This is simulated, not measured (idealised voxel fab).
process module | voxel ribs on slabs
cross-section cut | 150 nm wide | cells 5 nm
A cross-section is a grid of square cells, given in bands from the top down. A band is one or more rows of cells.
Each band's line starts with the height of the band's top and of its bottom, in nm. Then come its materials from left to right, each with its width in nm. One material with "throughout" fills the band from edge to edge. "air" is empty space.
Height 0 is the level under which the wafer as received is all one material. The lowest band goes on downwards, as in "0 down".
A width such as "30 to 40" changes by the same amount from each row of cells to the next, from the band's top row to its bottom row.
"no change" after a step means that no cell of the cross-section changed.
closed voids: empty space of 8 cells or more with no open way to the top, each as width x height at its distance from the left edge, in nm
after a step's settings: what the simulator itself notes on the step
overlay nm, on a step with a mask: how far to the right of its planned place the mask lay; to the left if negative
plan
1 op RECEIVE | material Si
2 op DIRECTIONAL_DEP | material SiO2 | thk nm 20
3 op DIRECTIONAL_DEP | material SiN | thk nm 25
4 op PATTERN | tone cover | mask id RIB | material resist | width nm 30 | thk nm 20 | overlay nm 0
5 op DIRECTIONAL_ETCH | etch materials SiN | depth nm 10
6 op STRIP | etch materials resist
7 op PATTERN | tone cover | mask id SLAB | material resist | width nm 80 | thk nm 20 | overlay nm 0
8 op DIRECTIONAL_ETCH | etch materials SiN | depth nm 15
9 op STRIP | etch materials resist
10 op FILL_DEP | material SiO2 | thk nm 30
11 op CMP | height nm 65
12 op DIRECTIONAL_DEP | material W | thk nm 5
13 op MASKED_ETCH | tone cover | mask id HEATER | width nm 40 | etch materials W | depth nm 5 | overlay nm 0
14 op CONFORMAL_DEP | material SiO2 | thk nm 5
first wafer, as planned
as received, after step 1
  0 down: Si throughout
  closed voids: none
after step 2
  20 to 0: SiO2 throughout
  below 0: unchanged
after step 3
  45 to 20: SiN throughout
  below 20: unchanged
after step 4
  65 to 45: air 60 | resist 30 | air 60
  below 45: unchanged
after step 5
  65 to 45: air 60 | resist 30 | air 60
  45 to 35: air 60 | SiN 30 | air 60
  below 35: unchanged
after step 6
  45 to 35: air 60 | SiN 30 | air 60
  below 35: unchanged
after step 7
  65 to 45: air 35 | resist 80 | air 35
  45 to 35: air 35 | resist 25 | SiN 30 | resist 25 | air 35
  below 35: unchanged
after step 8
  65 to 45: air 35 | resist 80 | air 35
  45 to 35: air 35 | resist 25 | SiN 30 | resist 25 | air 35
  35 to 20: air 35 | SiN 80 | air 35
  below 20: unchanged
after step 9
  45 to 35: air 60 | SiN 30 | air 60
  below 35: unchanged
after step 10
  75 to 45: SiO2 throughout
  45 to 35: SiO2 60 | SiN 30 | SiO2 60
  35 to 20: SiO2 35 | SiN 80 | SiO2 35
  below 20: unchanged
after step 11
  65 to 45: SiO2 throughout
  below 45: unchanged
after step 12
  70 to 65: W throughout
  below 65: unchanged
after step 13
  70 to 65: air 55 | W 40 | air 55
  below 65: unchanged
after step 14
  75 to 70: air 50 | SiO2 50 | air 50
  70 to 65: SiO2 55 | W 40 | SiO2 55
  below 65: unchanged
second wafer: like start, like plan, one mistake. Through step 2 it matches the first wafer
when step 3 should have ended
  40 to 20: air 60 | resist 30 | air 60
  below 20: unchanged
when step 4 should have ended
  65 to 45: air 60 | SiN 30 | air 60
  45 to 40: SiN throughout
  40 to 20: SiN 60 | resist 30 | SiN 60
  below 20: unchanged
when step 5 should have ended
  55 to 40: air 60 | SiN 30 | air 60
  40 to 35: air 60 | resist 30 | air 60
  below 35: unchanged
when step 6 should have ended
  35 to 20: SiN 60 | air 30 | SiN 60
  below 20: unchanged
when step 7 should have ended
  55 to 35: air 35 | resist 80 | air 35
  35 to 20: SiN 60 | resist 30 | SiN 60
  below 20: unchanged
when step 8 should have ended
  55 to 35: air 35 | resist 80 | air 35
  35 to 20: air 35 | SiN 25 | resist 30 | SiN 25 | air 35
  below 20: unchanged
when step 9 should have ended
  35 to 20: air 35 | SiN 25 | air 30 | SiN 25 | air 35
  below 20: unchanged
when step 10 should have ended
  65 to 35: SiO2 throughout
  35 to 20: SiO2 35 | SiN 25 | SiO2 30 | SiN 25 | SiO2 35
  below 20: unchanged
when step 11 should have ended: no change
when step 12 should have ended
  70 to 65: W throughout
  below 65: unchanged
when step 13 should have ended
  70 to 65: air 55 | W 40 | air 55
  below 65: unchanged
when step 14 should have ended
  75 to 70: air 50 | SiO2 50 | air 50
  70 to 65: SiO2 55 | W 40 | SiO2 55
  below 65: unchanged
what went wrong: steps 3 and 4 were swapped
at the end the second wafer has, in cells: 30 fewer of SiN | 30 more of SiO2
